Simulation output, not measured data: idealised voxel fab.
Process module, titled voxel transistor to metal
Shown is cross-section cut, with a width of 200 nm and square cells of size 5 nm.
Square cells in a grid make up a cross-section in this document, and the grid is given as bands, listed from the top down, each one or more rows of cells. Basically the band line says how high the top is and how high the bottom is, in nm, and then what's in it from left to right, every material with its width in nm. Empty space shows up as "blank", and if a single material carries "edge to edge" it runs the full band edge to edge. A quick word on heights: they are counted from 0, and under that level the wafer as it came to us is one material throughout. The lowest band is different from the rest in having no bottom; it simply continues downward, written as in "top 0, no bottom". Think of "30->40" as a width that walks from the first number to the second as you go down the band, top row to bottom row, taking equal-sized steps from row to row. Step note "no alteration" = no cross-section cell changed. Listed in "Unvented voids": every empty space of 8 or more cells without an open way to the top. Form: width x height at distance, the distance being from the left edge, all in nm. after a step's settings: what the simulator itself notes on the step. On any step carrying a mask, the "overlay nm" setting, if present on the step's line, tells how far right of its planned place the mask lay; negative values point to the left.

[This section lists the process steps that were planned]
step 1: RECEIVE | material Si
step 2: CONFORMAL_DEP | material SiO2 | thk nm 5
step 3: CONFORMAL_DEP | material SiN | thk nm 15
step 4: MASKED_ETCH | tone cover | mask id ACTIVE | width nm 85 | etch materials SiN | depth nm 15 | overlay nm 0
step 5: MASKED_ETCH | tone cover | mask id ACTIVE | width nm 85 | etch materials SiO2 | depth nm 5 | overlay nm 0
step 6: MASKED_ETCH | tone cover | mask id ACTIVE | width nm 85 | etch materials Si | depth nm 25 | overlay nm 0
step 7: OXIDIZE | depth nm 5
step 8: FILL_DEP | material SiO2 | thk nm 15
step 9: CMP | height nm 20
step 10: SELECTIVE_ETCH | etch materials SiO2 | depth nm 10
step 11: STRIP | etch materials SiN
step 12: SELECTIVE_ETCH | etch materials SiO2 | depth nm 5
step 13: OXIDIZE | depth nm 5
step 14: DIRECTIONAL_DEP | material polySi | thk nm 30
step 15: DIRECTIONAL_DEP | material SiCN | thk nm 15
step 16: DIRECTIONAL_DEP | material aC | thk nm 10
step 17: PATTERN | tone cover | mask id GATE | material resist | width nm 15 | thk nm 25 | overlay nm 0
step 18: DIRECTIONAL_ETCH | etch materials aC | depth nm 10
step 19: STRIP | etch materials resist
step 20: DIRECTIONAL_ETCH | etch materials SiCN | depth nm 25
step 21: DIRECTIONAL_ETCH | etch materials polySi | depth nm 40
step 22: STRIP | etch materials aC
step 23: CONFORMAL_DEP | material SiO2 | thk nm 5
step 24: DIRECTIONAL_ETCH | etch materials SiO2 | depth nm 5
step 25: CONFORMAL_DEP | material SiN | thk nm 10
step 26: DIRECTIONAL_ETCH | etch materials SiN | depth nm 10
step 27: DIRECTIONAL_ETCH | etch materials SiO2 | depth nm 5
step 28: DIRECTIONAL_ETCH | etch materials Si | depth nm 15
step 29: EPI | material nSi | thk nm 15
step 30: FILL_DEP | material SiO2 | thk nm 5
step 31: CMP | height nm 45
step 32: DIRECTIONAL_DEP | material SiO2 | thk nm 10
step 33: DIRECTIONAL_DEP | material aC | thk nm 10
step 34: PATTERN | tone open | mask id CONTACT | material resist | width nm 15 | pitch nm 60 | thk nm 30 | overlay nm 0
step 35: DIRECTIONAL_ETCH | etch materials aC | depth nm 10
step 36: STRIP | etch materials resist
step 37: DIRECTIONAL_ETCH | etch materials SiO2 | depth nm 45
step 38: STRIP | etch materials aC
step 39: CONFORMAL_DEP | material TiN | thk nm 5
step 40: FILL_DEP | material W | thk nm 10
step 41: CMP | height nm 55
step 42: CONFORMAL_DEP | material SiCN | thk nm 5
step 43: DIRECTIONAL_DEP | material SiO2 | thk nm 15
step 44: PATTERN | tone open | mask id METAL_1 | material resist | width nm 15 | pitch nm 60 | thk nm 15 | overlay nm 0
step 45: DIRECTIONAL_ETCH | etch materials SiO2 | depth nm 15
step 46: DIRECTIONAL_ETCH | etch materials SiCN | depth nm 5
step 47: STRIP | etch materials resist
step 48: CONFORMAL_DEP | material TiN | thk nm 5
step 49: FILL_DEP | material W | thk nm 10
step 50: CMP | height nm 75
step 51: CONFORMAL_DEP | material SiCN | thk nm 5
step 52: DIRECTIONAL_DEP | material SiO2 | thk nm 25
step 53: PATTERN | tone open | mask id METAL_2 | material resist | width nm 15 | pitch nm 60 | thk nm 20 | overlay nm 0
step 54: DIRECTIONAL_ETCH | etch materials SiO2 | depth nm 15
step 55: STRIP | etch materials resist
step 56: PATTERN | tone open | mask id METAL_2_HOLES | material resist | width nm 15 | pitch nm 60 | thk nm 20 | overlay nm 0
step 57: DIRECTIONAL_ETCH | etch materials SiO2 | depth nm 10
step 58: DIRECTIONAL_ETCH | etch materials SiCN | depth nm 5
step 59: STRIP | etch materials resist
step 60: CONFORMAL_DEP | material TiN | thk nm 5
step 61: FILL_DEP | material Ru | thk nm 5
step 62: CMP | height nm 105
step 63: CONFORMAL_DEP | material SiCN | thk nm 5

[Run as planned: first of two wafers]

[Step 1 complete: cross-section of the wafer as received]
  top 0, no bottom | Si edge to edge
  Unvented voids: none

[The wafer, seen in cross-section, after step 2]
  top 5, bottom 0 | SiO2 edge to edge
  For the remainder of the cross-section, below 0, there is no change.

[The wafer, seen in cross-section, after step 3]
  top 20, bottom 5 | SiN edge to edge
  For the remainder of the cross-section, below 5, there is no change.

[The wafer, seen in cross-section, after step 4]
  top 20, bottom 5 | blank=55  SiN=85  blank=60
  For the remainder of the cross-section, below 5, there is no change.

[The wafer, seen in cross-section, after step 5]
  top 20, bottom 5 | blank=55  SiN=85  blank=60
  top 5, bottom 0 | blank=55  SiO2=85  blank=60
  For the remainder of the cross-section, below 0, there is no change.

[The wafer, seen in cross-section, after step 6]
  top 20, bottom 5 | blank=55  SiN=85  blank=60
  top 5, bottom 0 | blank=55  SiO2=85  blank=60
  top 0, bottom -25 | blank=55  Si=85  blank=60
  For the remainder of the cross-section, below -25, there is no change.

[The wafer, seen in cross-section, after step 7]
  top 20, bottom 5 | blank=55  SiN=85  blank=60
  top 5, bottom 0 | blank=55  SiO2=85  blank=60
  top 0, bottom -25 | blank=55  SiO2=5  Si=75  SiO2=5  blank=60
  top -25, bottom -30 | SiO2=60  Si=75  SiO2=65
  For the remainder of the cross-section, below -30, there is no change.

[The wafer, seen in cross-section, after step 8]
  top 35, bottom 20 | SiO2 edge to edge
  top 20, bottom 5 | SiO2=55  SiN=85  SiO2=60
  top 5, bottom 0 | SiO2 edge to edge
  top 0, bottom -30 | SiO2=60  Si=75  SiO2=65
  For the remainder of the cross-section, below -30, there is no change.

[The wafer, seen in cross-section, after step 9]
  top 20, bottom 5 | SiO2=55  SiN=85  SiO2=60
  For the remainder of the cross-section, below 5, there is no change.

[The wafer, seen in cross-section, after step 10]
  top 20, bottom 10 | blank=55  SiN=85  blank=60
  For the remainder of the cross-section, below 10, there is no change.

[The wafer, seen in cross-section, after step 11]
  top 10, bottom 5 | SiO2=55  blank=85  SiO2=60
  For the remainder of the cross-section, below 5, there is no change.

[The wafer, seen in cross-section, after step 12]
  top 5, bottom 0 | SiO2=50  blank=95  SiO2=55
  For the remainder of the cross-section, below 0, there is no change.

[The wafer, seen in cross-section, after step 13]
  top 5, bottom 0 | SiO2=50  blank=95  SiO2=55
  top 0, bottom -5 | SiO2 edge to edge
  For the remainder of the cross-section, below -5, there is no change.

[The wafer, seen in cross-section, after step 14]
  top 35, bottom 30 | polySi=50  blank=95  polySi=55
  top 30, bottom 5 | polySi edge to edge
  top 5, bottom 0 | SiO2=50  polySi=95  SiO2=55
  For the remainder of the cross-section, below 0, there is no change.

[The wafer, seen in cross-section, after step 15]
  top 50, bottom 45 | SiCN=50  blank=95  SiCN=55
  top 45, bottom 35 | SiCN edge to edge
  top 35, bottom 30 | polySi=50  SiCN=95  polySi=55
  For the remainder of the cross-section, below 30, there is no change.

[The wafer, seen in cross-section, after step 16]
  top 60, bottom 55 | aC=50  blank=95  aC=55
  top 55, bottom 50 | aC edge to edge
  top 50, bottom 45 | SiCN=50  aC=95  SiCN=55
  For the remainder of the cross-section, below 45, there is no change.

[The wafer, seen in cross-section, after step 17]
  top 85, bottom 60 | blank=90  resist=15  blank=95
  top 60, bottom 55 | aC=50  blank=40  resist=15  blank=40  aC=55
  For the remainder of the cross-section, below 55, there is no change.

[The wafer, seen in cross-section, after step 18]
  top 75, bottom 55 | blank=90  resist=15  blank=95
  top 55, bottom 50 | blank=90  aC=15  blank=95
  top 50, bottom 45 | SiCN=50  blank=40  aC=15  blank=40  SiCN=55
  For the remainder of the cross-section, below 45, there is no change.

[The wafer, seen in cross-section, after step 19]
  top 55, bottom 50 | blank=90  aC=15  blank=95
  For the remainder of the cross-section, below 50, there is no change.

[The wafer, seen in cross-section, after step 20]
  top 55, bottom 45 | blank=90  aC=15  blank=95
  top 45, bottom 35 | blank=90  SiCN=15  blank=95
  top 35, bottom 30 | polySi=50  blank=40  SiCN=15  blank=40  polySi=55
  For the remainder of the cross-section, below 30, there is no change.

[The wafer, seen in cross-section, after step 21]
  top 55, bottom 45 | blank=90  aC=15  blank=95
  top 45, bottom 30 | blank=90  SiCN=15  blank=95
  top 30, bottom 5 | blank=90  polySi=15  blank=95
  top 5, bottom 0 | SiO2=50  blank=40  polySi=15  blank=40  SiO2=55
  For the remainder of the cross-section, below 0, there is no change.

[The wafer, seen in cross-section, after step 22]
  top 45, bottom 30 | blank=90  SiCN=15  blank=95
  For the remainder of the cross-section, below 30, there is no change.

[The wafer, seen in cross-section, after step 23]
  top 50, bottom 45 | blank=85  SiO2=25  blank=90
  top 45, bottom 30 | blank=85  SiO2=5  SiCN=15  SiO2=5  blank=90
  top 30, bottom 10 | blank=85  SiO2=5  polySi=15  SiO2=5  blank=90
  top 10, bottom 5 | SiO2=55  blank=30  SiO2=5  polySi=15  SiO2=5  blank=30  SiO2=60
  top 5, bottom 0 | SiO2=90  polySi=15  SiO2=95
  For the remainder of the cross-section, below 0, there is no change.

[The wafer, seen in cross-section, after step 24]
  top 45, bottom 30 | blank=85  SiO2=5  SiCN=15  SiO2=5  blank=90
  top 30, bottom 5 | blank=85  SiO2=5  polySi=15  SiO2=5  blank=90
  top 5, bottom 0 | SiO2=55  blank=30  SiO2=5  polySi=15  SiO2=5  blank=30  SiO2=60
  For the remainder of the cross-section, below 0, there is no change.

[The wafer, seen in cross-section, after step 25]
  top 55, bottom 45 | blank=75  SiN=45  blank=80
  top 45, bottom 30 | blank=75  SiN=10  SiO2=5  SiCN=15  SiO2=5  SiN=10  blank=80
  top 30, bottom 15 | blank=75  SiN=10  SiO2=5  polySi=15  SiO2=5  SiN=10  blank=80
  top 15, bottom 10 | SiN=65  blank=10  SiN=10  SiO2=5  polySi=15  SiO2=5  SiN=10  blank=10  SiN=70
  top 10, bottom 5 | SiN=85  SiO2=5  polySi=15  SiO2=5  SiN=90
  top 5, bottom 0 | SiO2=55  SiN=30  SiO2=5  polySi=15  SiO2=5  SiN=30  SiO2=60
  For the remainder of the cross-section, below 0, there is no change.

[The wafer, seen in cross-section, after step 26]
  top 45, bottom 30 | blank=75  SiN=10  SiO2=5  SiCN=15  SiO2=5  SiN=10  blank=80
  top 30, bottom 5 | blank=75  SiN=10  SiO2=5  polySi=15  SiO2=5  SiN=10  blank=80
  top 5, bottom 0 | SiO2=55  SiN=10  blank=10  SiN=10  SiO2=5  polySi=15  SiO2=5  SiN=10  blank=10  SiN=10  SiO2=60
  For the remainder of the cross-section, below 0, there is no change.

[The wafer, seen in cross-section, after step 27]
  top 45, bottom 40 | blank=75  SiN=10  blank=5  SiCN=15  blank=5  SiN=10  blank=80
  top 40, bottom 30 | blank=75  SiN=10  SiO2=5  SiCN=15  SiO2=5  SiN=10  blank=80
  top 30, bottom 5 | blank=75  SiN=10  SiO2=5  polySi=15  SiO2=5  SiN=10  blank=80
  top 5, bottom 0 | blank=55  SiN=10  blank=10  SiN=10  SiO2=5  polySi=15  SiO2=5  SiN=10  blank=10  SiN=10  blank=60
  top 0, bottom -5 | SiO2=65  blank=10  SiO2=45  blank=10  SiO2=70
  For the remainder of the cross-section, below -5, there is no change.

[The wafer, seen in cross-section, after step 28]
  top 45, bottom 40 | blank=75  SiN=10  blank=5  SiCN=15  blank=5  SiN=10  blank=80
  top 40, bottom 30 | blank=75  SiN=10  SiO2=5  SiCN=15  SiO2=5  SiN=10  blank=80
  top 30, bottom 5 | blank=75  SiN=10  SiO2=5  polySi=15  SiO2=5  SiN=10  blank=80
  top 5, bottom 0 | blank=55  SiN=10  blank=10  SiN=10  SiO2=5  polySi=15  SiO2=5  SiN=10  blank=10  SiN=10  blank=60
  top 0, bottom -5 | SiO2=65  blank=10  SiO2=45  blank=10  SiO2=70
  top -5, bottom -20 | SiO2=60  Si=5  blank=10  Si=45  blank=10  Si=5  SiO2=65
  For the remainder of the cross-section, below -20, there is no change.

[The wafer, seen in cross-section, after step 29]
  top 45, bottom 40 | blank=75  SiN=10  blank=5  SiCN=15  blank=5  SiN=10  blank=80
  top 40, bottom 30 | blank=75  SiN=10  SiO2=5  SiCN=15  SiO2=5  SiN=10  blank=80
  top 30, bottom 10 | blank=75  SiN=10  SiO2=5  polySi=15  SiO2=5  SiN=10  blank=80
  top 10, bottom 5 | blank=60  nSi=15  SiN=10  SiO2=5  polySi=15  SiO2=5  SiN=10  nSi=15  blank=65
  top 5, bottom 0 | blank=55  SiN=10  nSi=10  SiN=10  SiO2=5  polySi=15  SiO2=5  SiN=10  nSi=10  SiN=10  blank=60
  top 0, bottom -5 | SiO2=65  nSi=10  SiO2=45  nSi=10  SiO2=70
  top -5, bottom -20 | SiO2=60  Si=5  nSi=10  Si=45  nSi=10  Si=5  SiO2=65
  For the remainder of the cross-section, below -20, there is no change.

[The wafer, seen in cross-section, after step 30]
  top 50, bottom 45 | SiO2 edge to edge
  top 45, bottom 30 | SiO2=75  SiN=10  SiO2=5  SiCN=15  SiO2=5  SiN=10  SiO2=80
  top 30, bottom 10 | SiO2=75  SiN=10  SiO2=5  polySi=15  SiO2=5  SiN=10  SiO2=80
  top 10, bottom 5 | SiO2=60  nSi=15  SiN=10  SiO2=5  polySi=15  SiO2=5  SiN=10  nSi=15  SiO2=65
  top 5, bottom 0 | SiO2=55  SiN=10  nSi=10  SiN=10  SiO2=5  polySi=15  SiO2=5  SiN=10  nSi=10  SiN=10  SiO2=60
  For the remainder of the cross-section, below 0, there is no change.

[The wafer, seen in cross-section, after step 31]
  top 45, bottom 30 | SiO2=75  SiN=10  SiO2=5  SiCN=15  SiO2=5  SiN=10  SiO2=80
  For the remainder of the cross-section, below 30, there is no change.

[The wafer, seen in cross-section, after step 32]
  top 55, bottom 45 | SiO2 edge to edge
  For the remainder of the cross-section, below 45, there is no change.

[The wafer, seen in cross-section, after step 33]
  top 65, bottom 55 | aC edge to edge
  For the remainder of the cross-section, below 55, there is no change.

[The wafer, seen in cross-section, after step 34]
  top 95, bottom 65 | resist=60  blank=15  resist=45  blank=15  resist=65
  For the remainder of the cross-section, below 65, there is no change.

[The wafer, seen in cross-section, after step 35]
  top 85, bottom 65 | resist=60  blank=15  resist=45  blank=15  resist=65
  top 65, bottom 55 | aC=60  blank=15  aC=45  blank=15  aC=65
  For the remainder of the cross-section, below 55, there is no change.

[The wafer, seen in cross-section, after step 36]
  top 65, bottom 55 | aC=60  blank=15  aC=45  blank=15  aC=65
  For the remainder of the cross-section, below 55, there is no change.

[The wafer, seen in cross-section, after step 37]
  top 65, bottom 55 | aC=60  blank=15  aC=45  blank=15  aC=65
  top 55, bottom 45 | SiO2=60  blank=15  SiO2=45  blank=15  SiO2=65
  top 45, bottom 30 | SiO2=60  blank=15  SiN=10  SiO2=5  SiCN=15  SiO2=5  SiN=10  blank=15  SiO2=65
  top 30, bottom 10 | SiO2=60  blank=15  SiN=10  SiO2=5  polySi=15  SiO2=5  SiN=10  blank=15  SiO2=65
  For the remainder of the cross-section, below 10, there is no change.

[The wafer, seen in cross-section, after step 38]
  top 55, bottom 45 | SiO2=60  blank=15  SiO2=45  blank=15  SiO2=65
  For the remainder of the cross-section, below 45, there is no change.

[The wafer, seen in cross-section, after step 39]
  top 60, bottom 55 | TiN=65  blank=5  TiN=55  blank=5  TiN=70
  top 55, bottom 45 | SiO2=60  TiN=5  blank=5  TiN=5  SiO2=45  TiN=5  blank=5  TiN=5  SiO2=65
  top 45, bottom 30 | SiO2=60  TiN=5  blank=5  TiN=5  SiN=10  SiO2=5  SiCN=15  SiO2=5  SiN=10  TiN=5  blank=5  TiN=5  SiO2=65
  top 30, bottom 15 | SiO2=60  TiN=5  blank=5  TiN=5  SiN=10  SiO2=5  polySi=15  SiO2=5  SiN=10  TiN=5  blank=5  TiN=5  SiO2=65
  top 15, bottom 10 | SiO2=60  TiN=15  SiN=10  SiO2=5  polySi=15  SiO2=5  SiN=10  TiN=15  SiO2=65
  For the remainder of the cross-section, below 10, there is no change.

[The wafer, seen in cross-section, after step 40]
  top 70, bottom 60 | W edge to edge
  top 60, bottom 55 | TiN=65  W=5  TiN=55  W=5  TiN=70
  top 55, bottom 45 | SiO2=60  TiN=5  W=5  TiN=5  SiO2=45  TiN=5  W=5  TiN=5  SiO2=65
  top 45, bottom 30 | SiO2=60  TiN=5  W=5  TiN=5  SiN=10  SiO2=5  SiCN=15  SiO2=5  SiN=10  TiN=5  W=5  TiN=5  SiO2=65
  top 30, bottom 15 | SiO2=60  TiN=5  W=5  TiN=5  SiN=10  SiO2=5  polySi=15  SiO2=5  SiN=10  TiN=5  W=5  TiN=5  SiO2=65
  For the remainder of the cross-section, below 15, there is no change.

[The wafer, seen in cross-section, after step 41]
  top 55, bottom 45 | SiO2=60  TiN=5  W=5  TiN=5  SiO2=45  TiN=5  W=5  TiN=5  SiO2=65
  For the remainder of the cross-section, below 45, there is no change.

[The wafer, seen in cross-section, after step 42]
  top 60, bottom 55 | SiCN edge to edge
  For the remainder of the cross-section, below 55, there is no change.

[The wafer, seen in cross-section, after step 43]
  top 75, bottom 60 | SiO2 edge to edge
  For the remainder of the cross-section, below 60, there is no change.

[The wafer, seen in cross-section, after step 44]
  top 90, bottom 75 | resist=60  blank=15  resist=45  blank=15  resist=65
  For the remainder of the cross-section, below 75, there is no change.

[The wafer, seen in cross-section, after step 45]
  top 90, bottom 75 | resist=60  blank=15  resist=45  blank=15  resist=65
  top 75, bottom 60 | SiO2=60  blank=15  SiO2=45  blank=15  SiO2=65
  For the remainder of the cross-section, below 60, there is no change.

[The wafer, seen in cross-section, after step 46]
  top 90, bottom 75 | resist=60  blank=15  resist=45  blank=15  resist=65
  top 75, bottom 60 | SiO2=60  blank=15  SiO2=45  blank=15  SiO2=65
  top 60, bottom 55 | SiCN=60  blank=15  SiCN=45  blank=15  SiCN=65
  For the remainder of the cross-section, below 55, there is no change.

[The wafer, seen in cross-section, after step 47]
  top 75, bottom 60 | SiO2=60  blank=15  SiO2=45  blank=15  SiO2=65
  For the remainder of the cross-section, below 60, there is no change.

[The wafer, seen in cross-section, after step 48]
  top 80, bottom 75 | TiN=65  blank=5  TiN=55  blank=5  TiN=70
  top 75, bottom 60 | SiO2=60  TiN=5  blank=5  TiN=5  SiO2=45  TiN=5  blank=5  TiN=5  SiO2=65
  top 60, bottom 55 | SiCN=60  TiN=15  SiCN=45  TiN=15  SiCN=65
  For the remainder of the cross-section, below 55, there is no change.

[The wafer, seen in cross-section, after step 49]
  top 90, bottom 80 | W edge to edge
  top 80, bottom 75 | TiN=65  W=5  TiN=55  W=5  TiN=70
  top 75, bottom 60 | SiO2=60  TiN=5  W=5  TiN=5  SiO2=45  TiN=5  W=5  TiN=5  SiO2=65
  For the remainder of the cross-section, below 60, there is no change.

[The wafer, seen in cross-section, after step 50]
  top 75, bottom 60 | SiO2=60  TiN=5  W=5  TiN=5  SiO2=45  TiN=5  W=5  TiN=5  SiO2=65
  For the remainder of the cross-section, below 60, there is no change.

[The wafer, seen in cross-section, after step 51]
  top 80, bottom 75 | SiCN edge to edge
  For the remainder of the cross-section, below 75, there is no change.

[The wafer, seen in cross-section, after step 52]
  top 105, bottom 80 | SiO2 edge to edge
  For the remainder of the cross-section, below 80, there is no change.

[The wafer, seen in cross-section, after step 53]
  top 125, bottom 105 | resist=60  blank=15  resist=45  blank=15  resist=65
  For the remainder of the cross-section, below 105, there is no change.

[The wafer, seen in cross-section, after step 54]
  top 125, bottom 105 | resist=60  blank=15  resist=45  blank=15  resist=65
  top 105, bottom 90 | SiO2=60  blank=15  SiO2=45  blank=15  SiO2=65
  For the remainder of the cross-section, below 90, there is no change.

[The wafer, seen in cross-section, after step 55]
  top 105, bottom 90 | SiO2=60  blank=15  SiO2=45  blank=15  SiO2=65
  For the remainder of the cross-section, below 90, there is no change.

[The wafer, seen in cross-section, after step 56]
  top 125, bottom 105 | resist=60  blank=15  resist=45  blank=15  resist=65
  For the remainder of the cross-section, below 105, there is no change.

[The wafer, seen in cross-section, after step 57]
  top 125, bottom 105 | resist=60  blank=15  resist=45  blank=15  resist=65
  top 105, bottom 80 | SiO2=60  blank=15  SiO2=45  blank=15  SiO2=65
  For the remainder of the cross-section, below 80, there is no change.

[The wafer, seen in cross-section, after step 58]
  top 125, bottom 105 | resist=60  blank=15  resist=45  blank=15  resist=65
  top 105, bottom 80 | SiO2=60  blank=15  SiO2=45  blank=15  SiO2=65
  top 80, bottom 75 | SiCN=60  blank=15  SiCN=45  blank=15  SiCN=65
  For the remainder of the cross-section, below 75, there is no change.

[The wafer, seen in cross-section, after step 59]
  top 105, bottom 80 | SiO2=60  blank=15  SiO2=45  blank=15  SiO2=65
  For the remainder of the cross-section, below 80, there is no change.

[The wafer, seen in cross-section, after step 60]
  top 110, bottom 105 | TiN=65  blank=5  TiN=55  blank=5  TiN=70
  top 105, bottom 80 | SiO2=60  TiN=5  blank=5  TiN=5  SiO2=45  TiN=5  blank=5  TiN=5  SiO2=65
  top 80, bottom 75 | SiCN=60  TiN=15  SiCN=45  TiN=15  SiCN=65
  For the remainder of the cross-section, below 75, there is no change.

[The wafer, seen in cross-section, after step 61]
  top 115, bottom 110 | Ru edge to edge
  top 110, bottom 105 | TiN=65  Ru=5  TiN=55  Ru=5  TiN=70
  top 105, bottom 80 | SiO2=60  TiN=5  Ru=5  TiN=5  SiO2=45  TiN=5  Ru=5  TiN=5  SiO2=65
  For the remainder of the cross-section, below 80, there is no change.

[The wafer, seen in cross-section, after step 62]
  top 105, bottom 80 | SiO2=60  TiN=5  Ru=5  TiN=5  SiO2=45  TiN=5  Ru=5  TiN=5  SiO2=65
  For the remainder of the cross-section, below 80, there is no change.

[The wafer, seen in cross-section, after step 63]
  top 110, bottom 105 | SiCN edge to edge
  For the remainder of the cross-section, below 105, there is no change.

[Second Wafer (Identical Start and Plan, One Processing Error; Matches First Wafer Through Step 41)]

[Cross-sectional representation of the second wafer at the time designated in the plan for the completion of step 42]
  top 70, bottom 55 | SiO2 edge to edge
  For the remainder of the cross-section, below 55, there is no change.

[Cross-sectional representation of the second wafer at the time designated in the plan for the completion of step 43]
  top 75, bottom 70 | SiCN edge to edge
  For the remainder of the cross-section, below 70, there is no change.

[Cross-sectional representation of the second wafer at the time designated in the plan for the completion of step 44]
  top 90, bottom 75 | resist=60  blank=15  resist=45  blank=15  resist=65
  For the remainder of the cross-section, below 75, there is no change.

Cross-sectional representation of the second wafer at the time designated in the plan for the completion of step 45: no alteration

[Cross-sectional representation of the second wafer at the time designated in the plan for the completion of step 46]
  top 90, bottom 75 | resist=60  blank=15  resist=45  blank=15  resist=65
  top 75, bottom 70 | SiCN=60  blank=15  SiCN=45  blank=15  SiCN=65
  For the remainder of the cross-section, below 70, there is no change.

[Cross-sectional representation of the second wafer at the time designated in the plan for the completion of step 47]
  top 75, bottom 70 | SiCN=60  blank=15  SiCN=45  blank=15  SiCN=65
  For the remainder of the cross-section, below 70, there is no change.

[Cross-sectional representation of the second wafer at the time designated in the plan for the completion of step 48]
  top 80, bottom 75 | TiN=65  blank=5  TiN=55  blank=5  TiN=70
  top 75, bottom 70 | SiCN=60  TiN=15  SiCN=45  TiN=15  SiCN=65
  For the remainder of the cross-section, below 70, there is no change.

[Cross-sectional representation of the second wafer at the time designated in the plan for the completion of step 49]
  top 90, bottom 80 | W edge to edge
  top 80, bottom 75 | TiN=65  W=5  TiN=55  W=5  TiN=70
  For the remainder of the cross-section, below 75, there is no change.

[Cross-sectional representation of the second wafer at the time designated in the plan for the completion of step 50]
  top 75, bottom 70 | SiCN=60  TiN=15  SiCN=45  TiN=15  SiCN=65
  For the remainder of the cross-section, below 70, there is no change.

[Cross-sectional representation of the second wafer at the time designated in the plan for the completion of step 51]
  top 80, bottom 75 | SiCN edge to edge
  For the remainder of the cross-section, below 75, there is no change.

[Cross-sectional representation of the second wafer at the time designated in the plan for the completion of step 52]
  top 105, bottom 80 | SiO2 edge to edge
  For the remainder of the cross-section, below 80, there is no change.

[Cross-sectional representation of the second wafer at the time designated in the plan for the completion of step 53]
  top 125, bottom 105 | resist=60  blank=15  resist=45  blank=15  resist=65
  For the remainder of the cross-section, below 105, there is no change.

[Cross-sectional representation of the second wafer at the time designated in the plan for the completion of step 54]
  top 125, bottom 105 | resist=60  blank=15  resist=45  blank=15  resist=65
  top 105, bottom 90 | SiO2=60  blank=15  SiO2=45  blank=15  SiO2=65
  For the remainder of the cross-section, below 90, there is no change.

[Cross-sectional representation of the second wafer at the time designated in the plan for the completion of step 55]
  top 105, bottom 90 | SiO2=60  blank=15  SiO2=45  blank=15  SiO2=65
  For the remainder of the cross-section, below 90, there is no change.

[Cross-sectional representation of the second wafer at the time designated in the plan for the completion of step 56]
  top 125, bottom 105 | resist=60  blank=15  resist=45  blank=15  resist=65
  For the remainder of the cross-section, below 105, there is no change.

[Cross-sectional representation of the second wafer at the time designated in the plan for the completion of step 57]
  top 125, bottom 105 | resist=60  blank=15  resist=45  blank=15  resist=65
  top 105, bottom 80 | SiO2=60  blank=15  SiO2=45  blank=15  SiO2=65
  For the remainder of the cross-section, below 80, there is no change.

[Cross-sectional representation of the second wafer at the time designated in the plan for the completion of step 58]
  top 125, bottom 105 | resist=60  blank=15  resist=45  blank=15  resist=65
  top 105, bottom 80 | SiO2=60  blank=15  SiO2=45  blank=15  SiO2=65
  top 80, bottom 75 | SiCN=60  blank=15  SiCN=45  blank=15  SiCN=65
  For the remainder of the cross-section, below 75, there is no change.

[Cross-sectional representation of the second wafer at the time designated in the plan for the completion of step 59]
  top 105, bottom 80 | SiO2=60  blank=15  SiO2=45  blank=15  SiO2=65
  For the remainder of the cross-section, below 80, there is no change.

[Cross-sectional representation of the second wafer at the time designated in the plan for the completion of step 60]
  top 110, bottom 105 | TiN=65  blank=5  TiN=55  blank=5  TiN=70
  top 105, bottom 80 | SiO2=60  TiN=5  blank=5  TiN=5  SiO2=45  TiN=5  blank=5  TiN=5  SiO2=65
  top 80, bottom 70 | SiCN=60  TiN=15  SiCN=45  TiN=15  SiCN=65
  For the remainder of the cross-section, below 70, there is no change.

[Cross-sectional representation of the second wafer at the time designated in the plan for the completion of step 61]
  top 115, bottom 110 | Ru edge to edge
  top 110, bottom 105 | TiN=65  Ru=5  TiN=55  Ru=5  TiN=70
  top 105, bottom 80 | SiO2=60  TiN=5  Ru=5  TiN=5  SiO2=45  TiN=5  Ru=5  TiN=5  SiO2=65
  For the remainder of the cross-section, below 80, there is no change.

[Cross-sectional representation of the second wafer at the time designated in the plan for the completion of step 62]
  top 105, bottom 80 | SiO2=60  TiN=5  Ru=5  TiN=5  SiO2=45  TiN=5  Ru=5  TiN=5  SiO2=65
  For the remainder of the cross-section, below 80, there is no change.

[Cross-sectional representation of the second wafer at the time designated in the plan for the completion of step 63]
  top 110, bottom 105 | SiCN edge to edge
  For the remainder of the cross-section, below 105, there is no change.
Deviation from plan: steps 42 and 43 of the plan were each performed in the slot designated for the other
End check, counted in cells, second wafer has more or fewer of these materials than the first: SiO2: 18 more; TiN: 12 fewer; W: 6 fewer
